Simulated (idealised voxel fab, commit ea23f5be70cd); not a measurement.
Proc. module: voxel air gaps
The cross-section on display is named cut; it measures 205 nm wide, and its cells are 5 nm squares.
Bands, listed from the top down, are how a cross-section gets written in this document; the cross-section itself is a grid of square cells, and a band is one or more rows of them. Band: top and bottom heights (nm) first, top before bottom; then materials from left to right, widths in nm. "all across" marks a sole material filling the band edge to edge. "empty" denotes empty space. Counting heights begins at 0, where everything beneath is, in the wafer as received, one material. The lowest band has no bottom; it goes on downwards, as "0 -> down" shows. With a width like "30->40", each row of cells in the band differs from the next by the same amount, the top row carrying the first number and the bottom row the second. It should be understood that the words "same as before", when stated for a given step, signify that the cross-section underwent no change in any of its cells during that step. For the entry "Entrapped voids", the listed items are empty spaces with no open way to the top whose size is 8 cells or more; each item follows the pattern width x height at distance, where distance is from the left edge and all three are in nm. What comes after the settings on a step's line is commentary from the simulator itself on that step. On any step carrying a mask, the "overlay nm" setting, if present on the step's line, tells how far right of its planned place the mask lay; negative values point to the left.

LISTED BELOW ARE THE PROCESS STEPS AS PLANNED
| 1 | RECEIVE: material Si |
| 2 | CONFORMAL_DEP: material SiO2, thk nm 10 |
| 3 | CONFORMAL_DEP: material SiN, thk nm 5 |
| 4 | DIRECTIONAL_DEP: material SiO2, thk nm 40 |
| 5 | PATTERN: tone open, mask id LINES, material resist, width nm 15, pitch nm 40, thk nm 20, overlay nm -15 |
| 6 | DIRECTIONAL_ETCH: etch materials SiO2, depth nm 40 |
| 7 | STRIP: etch materials resist |
| 8 | CONFORMAL_DEP: material TiN, thk nm 5 |
| 9 | FILL_DEP: material Cu, thk nm 5 |
| 10 | CMP: height nm 55 |
| 11 | EPI: material Ru, thk nm 10 |
| 12 | SELECTIVE_ETCH: etch materials SiO2, depth nm 50 |
| 13 | CONFORMAL_DEP: material SiN, thk nm 5 |
Wafers differ in overlay nm at step 5; plan lists the first wafer's value; identical starting state.

FIRST WAFER OF SEVERAL, AS RECEIVED: CROSS-SECTION AFTER STEP 1
	0 -> down: Si all across
	Entrapped voids: none

THE CROSS-SECTION OF THE FIRST OF SEVERAL WAFERS IS GIVEN BELOW FOR THE END OF THE MODULE, AFTER ITS FINAL STEP, STEP 13
	70 -> 65: 25 nm empty | 125 nm SiN | 55 nm empty
	65 -> 55: 25 nm empty | 5 nm SiN | 35 nm Ru | 5 nm SiN | 35 nm Ru | 5 nm SiN | 35 nm Ru | 5 nm SiN | 55 nm empty
	55 -> 50: 25 nm empty | 15 nm SiN | 5 nm TiN | 5 nm Cu | 5 nm TiN | 25 nm SiN | 5 nm TiN | 5 nm Cu | 5 nm TiN | 25 nm SiN | 5 nm TiN | 5 nm Cu | 5 nm TiN | 15 nm SiN | 55 nm empty
	50 -> 20: 35 nm empty | 5 nm SiN | 5 nm TiN | 5 nm Cu | 5 nm TiN | 5 nm SiN | 15 nm empty | 5 nm SiN | 5 nm TiN | 5 nm Cu | 5 nm TiN | 5 nm SiN | 15 nm empty | 5 nm SiN | 5 nm TiN | 5 nm Cu | 5 nm TiN | 5 nm SiN | 65 nm empty
	20 -> 15: 40 nm SiN | 15 nm TiN | 25 nm SiN | 15 nm TiN | 25 nm SiN | 15 nm TiN | 70 nm SiN
	15 -> 10: SiN all across
	10 -> 0: SiO2 all across
	0 -> down: Si all across
	Entrapped voids: 15 x 30 at 60; 15 x 30 at 100

AT THE END OF THE MODULE, THE LAST OF SEVERAL WAFERS IN CROSS-SECTION
	70 -> 65: 55 nm empty | 125 nm SiN | 25 nm empty
	65 -> 55: 55 nm empty | 5 nm SiN | 35 nm Ru | 5 nm SiN | 35 nm Ru | 5 nm SiN | 35 nm Ru | 5 nm SiN | 25 nm empty
	55 -> 50: 55 nm empty | 15 nm SiN | 5 nm TiN | 5 nm Cu | 5 nm TiN | 25 nm SiN | 5 nm TiN | 5 nm Cu | 5 nm TiN | 25 nm SiN | 5 nm TiN | 5 nm Cu | 5 nm TiN | 15 nm SiN | 25 nm empty
	50 -> 20: 65 nm empty | 5 nm SiN | 5 nm TiN | 5 nm Cu | 5 nm TiN | 5 nm SiN | 15 nm empty | 5 nm SiN | 5 nm TiN | 5 nm Cu | 5 nm TiN | 5 nm SiN | 15 nm empty | 5 nm SiN | 5 nm TiN | 5 nm Cu | 5 nm TiN | 5 nm SiN | 35 nm empty
	20 -> 15: 70 nm SiN | 15 nm TiN | 25 nm SiN | 15 nm TiN | 25 nm SiN | 15 nm TiN | 40 nm SiN
	15 -> 10: SiN all across
	10 -> 0: SiO2 all across
	0 -> down: Si all across
	Entrapped voids: 15 x 30 at 90; 15 x 30 at 130

EVERY ROW IN THIS TABLE IS A WAFER AT THE END OF THE MODULE, AND IT GIVES, FOR EACH OF THE MATERIALS, THE CELLS THAT WAFER HAS GAINED (+) OR LOST (-) SINCE IT WAS RECEIVED, THEN ITS CLOSED VOIDS
overlay nm -15, +21 Cu, +42 Ru, +158 SiN, +82 SiO2, +51 TiN, Entrapped voids: 15 x 30 at 60; 15 x 30 at 100
overlay nm -10, +21 Cu, +42 Ru, +158 SiN, +82 SiO2, +51 TiN, Entrapped voids: 15 x 30 at 65; 15 x 30 at 105
overlay nm -5, +21 Cu, +42 Ru, +158 SiN, +82 SiO2, +51 TiN, Entrapped voids: 15 x 30 at 70; 15 x 30 at 110
overlay nm 0, +21 Cu, +42 Ru, +158 SiN, +82 SiO2, +51 TiN, Entrapped voids: 15 x 30 at 75; 15 x 30 at 115
overlay nm 5, +21 Cu, +42 Ru, +158 SiN, +82 SiO2, +51 TiN, Entrapped voids: 15 x 30 at 80; 15 x 30 at 120
overlay nm 10, +21 Cu, +42 Ru, +158 SiN, +82 SiO2, +51 TiN, Entrapped voids: 15 x 30 at 85; 15 x 30 at 125
overlay nm 15, +21 Cu, +42 Ru, +158 SiN, +82 SiO2, +51 TiN, Entrapped voids: 15 x 30 at 90; 15 x 30 at 130
